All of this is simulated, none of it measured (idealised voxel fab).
The name of this process module is voxel local oxidation.
Pictured: cross-section cut, 255 nm wide, on a grid of 5 nm square cells.
Cross-sections here: square-cell grids, written as top-down lists of bands, a band being one or more rows of cells.
For a band, the entry starts with two heights in nm, that of the top and then that of the bottom, and carries on with the band's materials in order from left to right, each alongside its width in nm; the word "everywhere" beside a single material means it fills the band edge to edge, and "blank" means empty space.
Height is counted from the level 0, under which the received wafer is composed throughout of one material. The lowest of the bands is not closed at the bottom but continues downward, in the notation "top 0, no bottom".
So if you see something like "30 to 40" for the width, read it as the top row of the band sitting at the first number and the bottom row at the second, with every row in between moving by the same amount as the last.
Where the words "stayed the same" appear for a step, the cross-section shows no cell changed by that step; every cell remained as before.
Empty spaces without an open route to the top, at least 8 cells in extent, make up the entry "Unvented internal voids"; each is given as width x height at distance, where the distance is measured from the left edge, and all are in nm.
Step line, after settings: the simulator's comment on this step.
A step line may carry the setting "overlay nm", which, for steps involving a mask, states the distance by which the mask lay to the right of its intended position; negative values denote displacement to the left.
**Set out below are the planned steps of the process**
1: RECEIVE [material Si]
2: CONFORMAL_DEP [material SiO2] [thk nm 5]
3: CONFORMAL_DEP [material SiN] [thk nm 15]
4: PATTERN [tone cover] [mask id ACTIVE] [material resist] [width nm 115] [thk nm 15] [overlay nm 0]
5: DIRECTIONAL_ETCH [etch materials SiN] [depth nm 15]
6: STRIP [etch materials resist]
7: SELECTIVE_ETCH [etch materials SiO2] [depth nm 5]
8: OXIDIZE [depth nm 15]
9: STRIP [etch materials SiN]
The plan shows the depth nm of step 7 as the first wafer had it; this setting differs between the wafers, which start out alike.
**This is how the first of several wafers looked in cross-section when it arrived, which is after step 1**
> top 0, no bottom  Si everywhere
> Unvented internal voids: none
**Last step of the module is step 9; after it, the first of several wafers in cross-section**
> top 5, bottom 0  blank 75 nm  SiO2 105 nm  blank 75 nm
> top 0, bottom -15  SiO2 90 nm  Si 75 nm  SiO2 90 nm
> top -15, no bottom  Si everywhere
> Unvented internal voids: none
**Cross-section, last wafer, module completion**
> top 5, bottom 0  blank 90 nm  SiO2 75 nm  blank 90 nm
> top 0, bottom -15  SiO2 105 nm  Si 45 nm  SiO2 105 nm
> top -15, no bottom  Si everywhere
> Unvented internal voids: none
**Below is a per-wafer table. In it, each row describes the wafer at the end of the module by giving, for each material, the number of cells gained (+) or lost (-) since the wafer was received, and after that the closed voids of the wafer**
depth nm 5; -108 Si; +129 SiO2; Unvented internal voids: none
depth nm 10; -114 Si; +133 SiO2; Unvented internal voids: none
depth nm 15; -120 Si; +137 SiO2; Unvented internal voids: none
depth nm 20; -126 Si; +141 SiO2; Unvented internal voids: none
